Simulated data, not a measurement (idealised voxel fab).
process module | voxel transistor to metal
cross-section cut | 140 nm wide | cells 5 nm
A cross-section is a grid of square cells, given in bands from the top down. A band is one or more rows of cells.
Each band's line starts with the height of the band's top and of its bottom, in nm. Then come its materials from left to right, each with its width in nm. One material with "throughout" fills the band from edge to edge. "air" is empty space.
Height 0 is the level under which the wafer as received is all one material. The lowest band goes on downwards, as in "0 down".
A width such as "30 to 40" changes by the same amount from each row of cells to the next, from the band's top row to its bottom row.
"no change" after a step means that no cell of the cross-section changed.
closed voids: empty space of 8 cells or more with no open way to the top, each as width x height at its distance from the left edge, in nm
after a step's settings: what the simulator itself notes on the step
overlay nm, on a step with a mask: how far to the right of its planned place the mask lay; to the left if negative
plan
1 op RECEIVE | material Si
2 op CONFORMAL_DEP | material SiO2 | thk nm 5
3 op CONFORMAL_DEP | material SiN | thk nm 10
4 op PATTERN | tone cover | mask id ACTIVE | material resist | width nm 100 | thk nm 15 | overlay nm 0
5 op DIRECTIONAL_ETCH | etch materials SiN | depth nm 10
6 op DIRECTIONAL_ETCH | etch materials SiO2 | depth nm 5
7 op DIRECTIONAL_ETCH | etch materials Si | depth nm 35
8 op STRIP | etch materials resist
9 op FILL_DEP | material SiO2 | thk nm 10
10 op CMP | height nm 15
11 op SELECTIVE_ETCH | etch materials SiO2 | depth nm 5
12 op STRIP | etch materials SiN
13 op SELECTIVE_ETCH | etch materials SiO2 | depth nm 5
14 op OXIDIZE | depth nm 5
15 op DIRECTIONAL_DEP | material polySi | thk nm 20
16 op DIRECTIONAL_DEP | material SiCN | thk nm 10
17 op PATTERN | tone cover | mask id GATE | material resist | width nm 30 | thk nm 20 | overlay nm 0
18 op DIRECTIONAL_ETCH | etch materials SiCN | depth nm 20
19 op DIRECTIONAL_ETCH | etch materials polySi | depth nm 30
20 op STRIP | etch materials resist
21 op CONFORMAL_DEP | material SiO2 | thk nm 5
22 op DIRECTIONAL_ETCH | etch materials SiO2 | depth nm 5
23 op CONFORMAL_DEP | material SiN | thk nm 10
24 op DIRECTIONAL_ETCH | etch materials SiN | depth nm 10
25 op DIRECTIONAL_ETCH | etch materials SiO2 | depth nm 5
26 op DIRECTIONAL_ETCH | etch materials Si | depth nm 15
27 op EPI | material nSi | thk nm 15
28 op FILL_DEP | material SiO2 | thk nm 10
29 op CMP | height nm 20
30 op STRIP | etch materials polySi
31 op SELECTIVE_ETCH | etch materials SiO2 | depth nm 5
32 op CONFORMAL_DEP | material HfO2 | thk nm 5
33 op CONFORMAL_DEP | material TiN | thk nm 5
34 op FILL_DEP | material W | thk nm 10
35 op CMP | height nm 15
36 op DIRECTIONAL_DEP | material SiO2 | thk nm 10
37 op MASKED_ETCH | tone open | mask id CONTACT | width nm 15 | pitch nm 75 | etch materials SiO2 | depth nm 15 | overlay nm 0
38 op CONFORMAL_DEP | material TiN | thk nm 5
39 op FILL_DEP | material Ru | thk nm 10
40 op CMP | height nm 25
41 op DIRECTIONAL_DEP | material TiN | thk nm 5
42 op DIRECTIONAL_DEP | material Ru | thk nm 25
43 op MASKED_ETCH | tone cover | mask id METAL_1 | width nm 15 | pitch nm 75 | etch materials Ru | depth nm 25 | overlay nm 0
44 op MASKED_ETCH | tone cover | mask id METAL_1 | width nm 15 | pitch nm 75 | etch materials TiN | depth nm 5 | overlay nm 0
45 op FILL_DEP | material lowk | thk nm 5
46 op CMP | height nm 55
47 op CONFORMAL_DEP | material SiCN | thk nm 5
48 op DIRECTIONAL_DEP | material SiO2 | thk nm 30
49 op DIRECTIONAL_DEP | material aC | thk nm 15
50 op PATTERN | tone open | mask id METAL_2 | material resist | width nm 15 | pitch nm 75 | thk nm 35 | overlay nm 0
51 op DIRECTIONAL_ETCH | etch materials aC | depth nm 15
52 op STRIP | etch materials resist
53 op DIRECTIONAL_ETCH | etch materials SiO2 | depth nm 15
54 op STRIP | etch materials aC
55 op PATTERN | tone open | mask id METAL_2_HOLES | material resist | width nm 15 | pitch nm 75 | thk nm 20 | overlay nm 0
56 op DIRECTIONAL_ETCH | etch materials SiO2 | depth nm 15
57 op DIRECTIONAL_ETCH | etch materials SiCN | depth nm 5
58 op STRIP | etch materials resist
59 op CONFORMAL_DEP | material TiN | thk nm 5
60 op FILL_DEP | material Cu | thk nm 5
61 op CMP | height nm 90
62 op CONFORMAL_DEP | material SiN | thk nm 5
as received, after step 1
  0 down: Si throughout
  closed voids: none
first wafer at the end, as planned
  95 to 90: SiN throughout
  90 to 60: SiO2 25 | TiN 5 | Cu 5 | TiN 5 | SiO2 60 | TiN 5 | Cu 5 | TiN 5 | SiO2 25
  60 to 55: SiCN 25 | TiN 15 | SiCN 60 | TiN 15 | SiCN 25
  55 to 30: lowk 25 | Ru 15 | lowk 60 | Ru 15 | lowk 25
  30 to 25: lowk 25 | TiN 15 | lowk 60 | TiN 15 | lowk 25
  25 to 15: SiO2 25 | TiN 5 | Ru 5 | TiN 5 | SiO2 60 | TiN 5 | Ru 5 | TiN 5 | SiO2 25
  15 to 10: SiO2 25 | TiN 15 | SiN 10 | HfO2 5 | TiN 5 | W 20 | TiN 5 | HfO2 5 | SiN 10 | TiN 15 | SiO2 25
  10 to 5: SiO2 25 | nSi 15 | SiN 10 | HfO2 5 | TiN 5 | W 20 | TiN 5 | HfO2 5 | SiN 10 | nSi 15 | SiO2 25
  5 to 0: SiO2 20 | SiN 10 | nSi 10 | SiN 10 | HfO2 5 | TiN 30 | HfO2 5 | SiN 10 | nSi 10 | SiN 10 | SiO2 20
  0 to -5: SiO2 30 | nSi 10 | SiO2 10 | HfO2 40 | SiO2 10 | nSi 10 | SiO2 30
  -5 to -20: SiO2 20 | Si 10 | nSi 10 | Si 60 | nSi 10 | Si 10 | SiO2 20
  -20 to -35: SiO2 20 | Si 100 | SiO2 20
  -35 down: Si throughout
  closed voids: none
second wafer at the end: like start, like plan, one mistake
  95 to 90: SiN throughout
  90 to 60: SiO2 25 | TiN 5 | Cu 5 | TiN 5 | SiO2 60 | TiN 5 | Cu 5 | TiN 5 | SiO2 25
  60 to 55: SiCN 25 | TiN 15 | SiCN 60 | TiN 15 | SiCN 25
  55 to 35: lowk 25 | Ru 15 | lowk 60 | Ru 15 | lowk 25
  35 to 30: lowk 25 | TiN 15 | lowk 60 | TiN 15 | lowk 25
  30 to 25: TiN 30 | Ru 5 | TiN 70 | Ru 5 | TiN 30
  25 to 15: SiO2 25 | TiN 5 | Ru 5 | TiN 5 | SiO2 60 | TiN 5 | Ru 5 | TiN 5 | SiO2 25
  15 to 10: SiO2 25 | TiN 15 | SiN 10 | HfO2 5 | TiN 5 | W 20 | TiN 5 | HfO2 5 | SiN 10 | TiN 15 | SiO2 25
  10 to 5: SiO2 25 | nSi 15 | SiN 10 | HfO2 5 | TiN 5 | W 20 | TiN 5 | HfO2 5 | SiN 10 | nSi 15 | SiO2 25
  5 to 0: SiO2 20 | SiN 10 | nSi 10 | SiN 10 | HfO2 5 | TiN 30 | HfO2 5 | SiN 10 | nSi 10 | SiN 10 | SiO2 20
  0 to -5: SiO2 30 | nSi 10 | SiO2 10 | HfO2 40 | SiO2 10 | nSi 10 | SiO2 30
  -5 to -20: SiO2 20 | Si 10 | nSi 10 | Si 60 | nSi 10 | Si 10 | SiO2 20
  -20 to -35: SiO2 20 | Si 100 | SiO2 20
  -35 down: Si throughout
  closed voids: none
what went wrong: step 40 ran as: op CMP | height nm 30
at the end the second wafer has, in cells: 4 fewer of Ru | 26 more of TiN | 22 fewer of lowk
